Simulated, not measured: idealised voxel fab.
process module | voxel self aligned vias
cross-section cut | 270 nm wide | cells 5 nm
A cross-section is a grid of square cells, given in bands from the top down. A band is one or more rows of cells.
Each band's line starts with the height of the band's top and of its bottom, in nm. Then come its materials from left to right, each with its width in nm. One material with "throughout" fills the band from edge to edge. "air" is empty space.
Height 0 is the level under which the wafer as received is all one material. The lowest band goes on downwards, as in "0 down".
A width such as "30 to 40" changes by the same amount from each row of cells to the next, from the band's top row to its bottom row.
"no change" after a step means that no cell of the cross-section changed.
closed voids: empty space of 8 cells or more with no open way to the top, each as width x height at its distance from the left edge, in nm
after a step's settings: what the simulator itself notes on the step
overlay nm, on a step with a mask: how far to the right of its planned place the mask lay; to the left if negative
plan
1 op RECEIVE | material Si
2 op CONFORMAL_DEP | material SiO2 | thk nm 10
3 op CONFORMAL_DEP | material SiCN | thk nm 5
4 op DIRECTIONAL_DEP | material SiO2 | thk nm 30
5 op PATTERN | tone open | mask id LINES | material resist | width nm 25 | pitch nm 65 | thk nm 20 | overlay nm 0
6 op DIRECTIONAL_ETCH | etch materials SiO2 | depth nm 30
7 op STRIP | etch materials resist
8 op CONFORMAL_DEP | material TiN | thk nm 5
9 op FILL_DEP | material W | thk nm 10
10 op CMP | height nm 45
11 op SELECTIVE_ETCH | etch materials W Ru TiN | depth nm 5
12 op FILL_DEP | material SiN | thk nm 5
13 op CMP | height nm 45
14 op DIRECTIONAL_DEP | material SiO2 | thk nm 20
15 op MASKED_ETCH | tone open | mask id VIAS | width nm 35 | pitch nm 65 | etch materials SiO2 | depth nm 20 | overlay nm 0
16 op MASKED_ETCH | tone open | mask id VIAS | width nm 35 | pitch nm 65 | etch materials SiN | depth nm 5 | overlay nm 0
17 op CONFORMAL_DEP | material TiN | thk nm 5
18 op FILL_DEP | material Cu | thk nm 10
19 op CMP | height nm 65
20 op CONFORMAL_DEP | material SiCN | thk nm 5
first wafer, as planned
as received, after step 1
  0 down: Si throughout
  closed voids: none
after step 2
  10 to 0: SiO2 throughout
  below 0: unchanged
after step 3
  15 to 10: SiCN throughout
  below 10: unchanged
after step 4
  45 to 15: SiO2 throughout
  below 15: unchanged
after step 5
  65 to 45: resist 55 | air 25 | resist 40 | air 25 | resist 40 | air 25 | resist 60
  below 45: unchanged
after step 6
  65 to 45: resist 55 | air 25 | resist 40 | air 25 | resist 40 | air 25 | resist 60
  45 to 15: SiO2 55 | air 25 | SiO2 40 | air 25 | SiO2 40 | air 25 | SiO2 60
  below 15: unchanged
after step 7
  45 to 15: SiO2 55 | air 25 | SiO2 40 | air 25 | SiO2 40 | air 25 | SiO2 60
  below 15: unchanged
after step 8
  50 to 45: TiN 60 | air 15 | TiN 50 | air 15 | TiN 50 | air 15 | TiN 65
  45 to 20: SiO2 55 | TiN 5 | air 15 | TiN 5 | SiO2 40 | TiN 5 | air 15 | TiN 5 | SiO2 40 | TiN 5 | air 15 | TiN 5 | SiO2 60
  20 to 15: SiO2 55 | TiN 25 | SiO2 40 | TiN 25 | SiO2 40 | TiN 25 | SiO2 60
  below 15: unchanged
after step 9
  60 to 50: W throughout
  50 to 45: TiN 60 | W 15 | TiN 50 | W 15 | TiN 50 | W 15 | TiN 65
  45 to 20: SiO2 55 | TiN 5 | W 15 | TiN 5 | SiO2 40 | TiN 5 | W 15 | TiN 5 | SiO2 40 | TiN 5 | W 15 | TiN 5 | SiO2 60
  below 20: unchanged
after step 10
  45 to 20: SiO2 55 | TiN 5 | W 15 | TiN 5 | SiO2 40 | TiN 5 | W 15 | TiN 5 | SiO2 40 | TiN 5 | W 15 | TiN 5 | SiO2 60
  below 20: unchanged
after step 11
  45 to 40: SiO2 55 | air 25 | SiO2 40 | air 25 | SiO2 40 | air 25 | SiO2 60
  below 40: unchanged
after step 12
  50 to 45: SiN throughout
  45 to 40: SiO2 55 | SiN 25 | SiO2 40 | SiN 25 | SiO2 40 | SiN 25 | SiO2 60
  below 40: unchanged
after step 13
  45 to 40: SiO2 55 | SiN 25 | SiO2 40 | SiN 25 | SiO2 40 | SiN 25 | SiO2 60
  below 40: unchanged
after step 14
  65 to 45: SiO2 throughout
  below 45: unchanged
after step 15
  65 to 45: SiO2 50 | air 35 | SiO2 30 | air 35 | SiO2 30 | air 35 | SiO2 55
  below 45: unchanged
after step 16
  65 to 45: SiO2 50 | air 35 | SiO2 30 | air 35 | SiO2 30 | air 35 | SiO2 55
  45 to 40: SiO2 55 | air 25 | SiO2 40 | air 25 | SiO2 40 | air 25 | SiO2 60
  below 40: unchanged
after step 17
  70 to 65: TiN 55 | air 25 | TiN 40 | air 25 | TiN 40 | air 25 | TiN 60
  65 to 50: SiO2 50 | TiN 5 | air 25 | TiN 5 | SiO2 30 | TiN 5 | air 25 | TiN 5 | SiO2 30 | TiN 5 | air 25 | TiN 5 | SiO2 55
  50 to 45: SiO2 50 | TiN 10 | air 15 | TiN 10 | SiO2 30 | TiN 10 | air 15 | TiN 10 | SiO2 30 | TiN 10 | air 15 | TiN 10 | SiO2 55
  45 to 40: SiO2 55 | TiN 25 | SiO2 40 | TiN 25 | SiO2 40 | TiN 25 | SiO2 60
  below 40: unchanged
after step 18
  80 to 70: Cu throughout
  70 to 65: TiN 55 | Cu 25 | TiN 40 | Cu 25 | TiN 40 | Cu 25 | TiN 60
  65 to 50: SiO2 50 | TiN 5 | Cu 25 | TiN 5 | SiO2 30 | TiN 5 | Cu 25 | TiN 5 | SiO2 30 | TiN 5 | Cu 25 | TiN 5 | SiO2 55
  50 to 45: SiO2 50 | TiN 10 | Cu 15 | TiN 10 | SiO2 30 | TiN 10 | Cu 15 | TiN 10 | SiO2 30 | TiN 10 | Cu 15 | TiN 10 | SiO2 55
  below 45: unchanged
after step 19
  65 to 50: SiO2 50 | TiN 5 | Cu 25 | TiN 5 | SiO2 30 | TiN 5 | Cu 25 | TiN 5 | SiO2 30 | TiN 5 | Cu 25 | TiN 5 | SiO2 55
  below 50: unchanged
after step 20
  70 to 65: SiCN throughout
  below 65: unchanged
second wafer: like start, like plan, one mistake. Through step 4 it matches the first wafer
when step 5 should have ended
  65 to 45: air 55 | resist 25 | air 40 | resist 25 | air 40 | resist 25 | air 60
  below 45: unchanged
when step 6 should have ended
  65 to 45: air 55 | resist 25 | air 40 | resist 25 | air 40 | resist 25 | air 60
  45 to 15: air 55 | SiO2 25 | air 40 | SiO2 25 | air 40 | SiO2 25 | air 60
  below 15: unchanged
when step 7 should have ended
  45 to 15: air 55 | SiO2 25 | air 40 | SiO2 25 | air 40 | SiO2 25 | air 60
  below 15: unchanged
when step 8 should have ended
  50 to 45: air 50 | TiN 35 | air 30 | TiN 35 | air 30 | TiN 35 | air 55
  45 to 20: air 50 | TiN 5 | SiO2 25 | TiN 5 | air 30 | TiN 5 | SiO2 25 | TiN 5 | air 30 | TiN 5 | SiO2 25 | TiN 5 | air 55
  20 to 15: TiN 55 | SiO2 25 | TiN 40 | SiO2 25 | TiN 40 | SiO2 25 | TiN 60
  below 15: unchanged
when step 9 should have ended
  60 to 50: W throughout
  50 to 45: W 50 | TiN 35 | W 30 | TiN 35 | W 30 | TiN 35 | W 55
  45 to 20: W 50 | TiN 5 | SiO2 25 | TiN 5 | W 30 | TiN 5 | SiO2 25 | TiN 5 | W 30 | TiN 5 | SiO2 25 | TiN 5 | W 55
  below 20: unchanged
when step 10 should have ended
  45 to 20: W 50 | TiN 5 | SiO2 25 | TiN 5 | W 30 | TiN 5 | SiO2 25 | TiN 5 | W 30 | TiN 5 | SiO2 25 | TiN 5 | W 55
  below 20: unchanged
when step 11 should have ended
  45 to 40: air 55 | SiO2 25 | air 40 | SiO2 25 | air 40 | SiO2 25 | air 60
  below 40: unchanged
when step 12 should have ended
  50 to 45: SiN throughout
  45 to 40: SiN 55 | SiO2 25 | SiN 40 | SiO2 25 | SiN 40 | SiO2 25 | SiN 60
  below 40: unchanged
when step 13 should have ended
  45 to 40: SiN 55 | SiO2 25 | SiN 40 | SiO2 25 | SiN 40 | SiO2 25 | SiN 60
  below 40: unchanged
when step 14 should have ended
  65 to 45: SiO2 throughout
  below 45: unchanged
when step 15 should have ended
  65 to 45: SiO2 50 | air 35 | SiO2 30 | air 35 | SiO2 30 | air 35 | SiO2 55
  below 45: unchanged
when step 16 should have ended
  65 to 45: SiO2 50 | air 35 | SiO2 30 | air 35 | SiO2 30 | air 35 | SiO2 55
  45 to 40: SiN 50 | air 5 | SiO2 25 | air 5 | SiN 30 | air 5 | SiO2 25 | air 5 | SiN 30 | air 5 | SiO2 25 | air 5 | SiN 55
  below 40: unchanged
when step 17 should have ended
  70 to 65: TiN 55 | air 25 | TiN 40 | air 25 | TiN 40 | air 25 | TiN 60
  65 to 50: SiO2 50 | TiN 5 | air 25 | TiN 5 | SiO2 30 | TiN 5 | air 25 | TiN 5 | SiO2 30 | TiN 5 | air 25 | TiN 5 | SiO2 55
  50 to 45: SiO2 50 | TiN 35 | SiO2 30 | TiN 35 | SiO2 30 | TiN 35 | SiO2 55
  45 to 40: SiN 50 | TiN 5 | SiO2 25 | TiN 5 | SiN 30 | TiN 5 | SiO2 25 | TiN 5 | SiN 30 | TiN 5 | SiO2 25 | TiN 5 | SiN 55
  below 40: unchanged
when step 18 should have ended
  80 to 70: Cu throughout
  70 to 65: TiN 55 | Cu 25 | TiN 40 | Cu 25 | TiN 40 | Cu 25 | TiN 60
  65 to 50: SiO2 50 | TiN 5 | Cu 25 | TiN 5 | SiO2 30 | TiN 5 | Cu 25 | TiN 5 | SiO2 30 | TiN 5 | Cu 25 | TiN 5 | SiO2 55
  below 50: unchanged
when step 19 should have ended
  65 to 50: SiO2 50 | TiN 5 | Cu 25 | TiN 5 | SiO2 30 | TiN 5 | Cu 25 | TiN 5 | SiO2 30 | TiN 5 | Cu 25 | TiN 5 | SiO2 55
  below 50: unchanged
when step 20 should have ended
  70 to 65: SiCN throughout
  below 65: unchanged
what went wrong: step 5 ran as: op PATTERN | tone cover | mask id LINES | material resist | width nm 25 | pitch nm 65 | thk nm 20 | overlay nm 0
at the end the second wafer has, in cells: 9 fewer of Cu | 33 more of SiN | 144 fewer of SiO2 | 24 more of TiN | 96 more of W
